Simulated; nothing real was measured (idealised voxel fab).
Documented hereafter: the process module known as voxel wiring stack.
Square cell edge 5 nm, section width 180 nm, ID cut.
A cross-section in this document is a grid of square cells, and it is written down as bands, the top band listed before the ones below it; a band is made up of one or more rows of cells. Within each band entry, the heights of the top and of the bottom of the band appear first, in that order and in nm; the materials of the band then follow from left to right, each with its corresponding width in nm. The designation "full width" on a single material indicates that it fills the band from edge to edge; the designation "empty" indicates empty space. Basically, 0 is our baseline, since under it the wafer straight out of the box is all one material. The bottom band has no lower end and keeps on going down, so it looks like "from 0 down". Width: "30 to 40" (first number = top row, second number = bottom row, same change from row to row of cells). Key: "identical to before" - step with no changed cell in the cross-section. Any empty space of 8 cells or more lacking an open way to the top shows up in "Fully enclosed voids" as width x height at distance, distance from the left edge, in nm. The remark found on a step's line after its settings is issued by the simulator itself and pertains to that step. overlay nm: for a step with a mask, the amount by which the mask lay right of where it was planned; a negative amount means left of it.
Intended process steps
- 1: RECEIVE, material Si
- 2: CONFORMAL_DEP, material SiO2, thk nm 15
- 3: DIRECTIONAL_DEP, material TiN, thk nm 5
- 4: DIRECTIONAL_DEP, material W, thk nm 20
- 5: DIRECTIONAL_DEP, material aC, thk nm 15
- 6: PATTERN, tone cover, mask id METAL_1, material resist, width nm 30, pitch nm 50, thk nm 30, overlay nm 0
- 7: DIRECTIONAL_ETCH, etch materials aC, depth nm 15
- 8: STRIP, etch materials resist
- 9: DIRECTIONAL_ETCH, etch materials W, depth nm 20
- 10: DIRECTIONAL_ETCH, etch materials TiN, depth nm 5
- 11: STRIP, etch materials aC
- 12: CONFORMAL_DEP, material SiCN, thk nm 5
- 13: FILL_DEP, material lowk, thk nm 10
- 14: CMP, height nm 40
- 15: CONFORMAL_DEP, material SiCN, thk nm 5
- 16: DIRECTIONAL_DEP, material lowk, thk nm 30
- 17: DIRECTIONAL_DEP, material aC, thk nm 15
- 18: PATTERN, tone open, mask id METAL_2_HOLES, material resist, width nm 15, pitch nm 50, thk nm 35, overlay nm 0
- 19: DIRECTIONAL_ETCH, etch materials aC, depth nm 15
- 20: STRIP, etch materials resist
- 21: DIRECTIONAL_ETCH, etch materials lowk, depth nm 30
- 22: STRIP, etch materials aC
- 23: MASKED_ETCH, tone open, mask id METAL_2, width nm 30, pitch nm 50, etch materials lowk, depth nm 15, overlay nm 0
- 24: MASKED_ETCH, tone open, mask id METAL_2, width nm 30, pitch nm 50, etch materials SiCN, depth nm 5, overlay nm 0
- 25: CONFORMAL_DEP, material TiN, thk nm 5
- 26: FILL_DEP, material Cu, thk nm 5
- 27: CMP, height nm 75
- 28: CONFORMAL_DEP, material SiCN, thk nm 5
- 29: DIRECTIONAL_DEP, material SiO2, thk nm 20
- 30: DIRECTIONAL_DEP, material aC, thk nm 15
- 31: PATTERN, tone open, mask id PLUG_2, material resist, width nm 15, pitch nm 100, thk nm 30, overlay nm 0
- 32: DIRECTIONAL_ETCH, etch materials aC, depth nm 15
- 33: STRIP, etch materials resist
- 34: DIRECTIONAL_ETCH, etch materials SiO2, depth nm 20
- 35: DIRECTIONAL_ETCH, etch materials SiCN, depth nm 5
- 36: STRIP, etch materials aC
- 37: CONFORMAL_DEP, material TiN, thk nm 5
- 38: FILL_DEP, material W, thk nm 10
- 39: CMP, height nm 100
- 40: CONFORMAL_DEP, material SiN, thk nm 5
- 41: DIRECTIONAL_DEP, material SiO2, thk nm 25
- 42: DIRECTIONAL_DEP, material aC, thk nm 10
- 43: PATTERN, tone open, mask id METAL_3, material resist, width nm 30, pitch nm 50, thk nm 25, overlay nm 0
- 44: DIRECTIONAL_ETCH, etch materials aC, depth nm 10
- 45: STRIP, etch materials resist
- 46: DIRECTIONAL_ETCH, etch materials SiO2, depth nm 25
- 47: DIRECTIONAL_ETCH, etch materials SiN, depth nm 5
- 48: STRIP, etch materials aC
- 49: CONFORMAL_DEP, material TiN, thk nm 5
- 50: FILL_DEP, material Cu, thk nm 5
- 51: CMP, height nm 130
- 52: EPI, material Ru, thk nm 5
- 53: FILL_DEP, material SiCN, thk nm 5
- 54: DIRECTIONAL_DEP, material SiO2, thk nm 15
- 55: MASKED_ETCH, tone open, mask id PLUG_3, width nm 15, pitch nm 50, etch materials SiO2, depth nm 15, overlay nm 0
- 56: MASKED_ETCH, tone open, mask id PLUG_3, width nm 15, pitch nm 50, etch materials SiCN, depth nm 5, overlay nm 0
- 57: CONFORMAL_DEP, material TiN, thk nm 5
- 58: FILL_DEP, material Cu, thk nm 10
- 59: CMP, height nm 155
- 60: CONFORMAL_DEP, material SiN, thk nm 5
- 61: DIRECTIONAL_DEP, material lowk, thk nm 20
- 62: PATTERN, tone open, mask id METAL_4, material resist, width nm 30, pitch nm 50, thk nm 15, overlay nm 0
- 63: DIRECTIONAL_ETCH, etch materials lowk, depth nm 20
- 64: DIRECTIONAL_ETCH, etch materials SiN, depth nm 5
- 65: STRIP, etch materials resist
- 66: CONFORMAL_DEP, material TiN, thk nm 5
- 67: FILL_DEP, material W, thk nm 10
- 68: CMP, height nm 180
- 69: CONFORMAL_DEP, material SiCN, thk nm 5
Delivered wafer in cross-section: state after step 1
	from 0 down = Si full width
	Fully enclosed voids: none
Final cross-section, module run with one mistake (start and plan as above)
	from 185 to 180 = SiCN full width
	from 180 to 160 = 25 lowk, 5 TiN, 20 W, 5 TiN, 20 lowk, 5 TiN, 20 W, 5 TiN, 20 lowk, 5 TiN, 20 W, 5 TiN, 25 lowk
	from 160 to 155 = 25 SiN, 30 TiN, 20 SiN, 30 TiN, 20 SiN, 30 TiN, 25 SiN
	from 155 to 145 = 30 SiO2, 5 TiN, 5 Cu, 5 TiN, 35 SiO2, 5 TiN, 5 Cu, 5 TiN, 35 SiO2, 5 TiN, 5 Cu, 5 TiN, 35 SiO2
	from 145 to 140 = 30 SiO2, 15 TiN, 35 SiO2, 15 TiN, 35 SiO2, 15 TiN, 35 SiO2
	from 140 to 135 = 30 SiCN, 10 TiN, 40 SiCN, 10 TiN, 40 SiCN, 10 TiN, 40 SiCN
	from 135 to 130 = 20 SiCN, 40 Ru, 10 SiCN, 40 Ru, 10 SiCN, 40 Ru, 20 SiCN
	from 130 to 105 = 25 SiO2, 5 TiN, 20 Cu, 5 TiN, 20 SiO2, 5 TiN, 20 Cu, 5 TiN, 20 SiO2, 5 TiN, 20 Cu, 5 TiN, 25 SiO2
	from 105 to 100 = 25 SiN, 30 TiN, 20 SiN, 30 TiN, 20 SiN, 30 TiN, 25 SiN
	from 100 to 80 = 25 SiO2, 5 TiN, 5 W, 5 TiN, 85 SiO2, 5 TiN, 5 W, 5 TiN, 40 SiO2
	from 80 to 75 = 25 SiCN, 15 TiN, 85 SiCN, 15 TiN, 40 SiCN
	from 75 to 65 = 25 lowk, 5 TiN, 20 Cu, 5 TiN, 20 lowk, 5 TiN, 20 Cu, 5 TiN, 20 lowk, 5 TiN, 20 Cu, 5 TiN, 25 lowk
	from 65 to 60 = 25 lowk, 5 TiN, 5 Cu, 20 TiN, 20 lowk, 5 TiN, 5 Cu, 20 TiN, 20 lowk, 5 TiN, 5 Cu, 20 TiN, 25 lowk
	from 60 to 45 = 25 lowk, 5 TiN, 5 Cu, 5 TiN, 35 lowk, 5 TiN, 5 Cu, 5 TiN, 35 lowk, 5 TiN, 5 Cu, 5 TiN, 40 lowk
	from 45 to 40 = 25 SiCN, 15 TiN, 35 SiCN, 15 TiN, 35 SiCN, 15 TiN, 40 SiCN
	from 40 to 20 = 20 lowk, 5 SiCN, 30 W, 5 SiCN, 10 lowk, 5 SiCN, 30 W, 5 SiCN, 10 lowk, 5 SiCN, 30 W, 5 SiCN, 20 lowk
	from 20 to 15 = 25 SiCN, 30 TiN, 20 SiCN, 30 TiN, 20 SiCN, 30 TiN, 25 SiCN
	from 15 to 0 = SiO2 full width
	from 0 down = Si full width
	Fully enclosed voids: none
Diagnosis: note that step 55 departed from the planned setting and was carried out as MASKED_ETCH, tone open, mask id PLUG_3, width nm 15, pitch nm 50, etch materials SiO2, depth nm 15, overlay nm 5
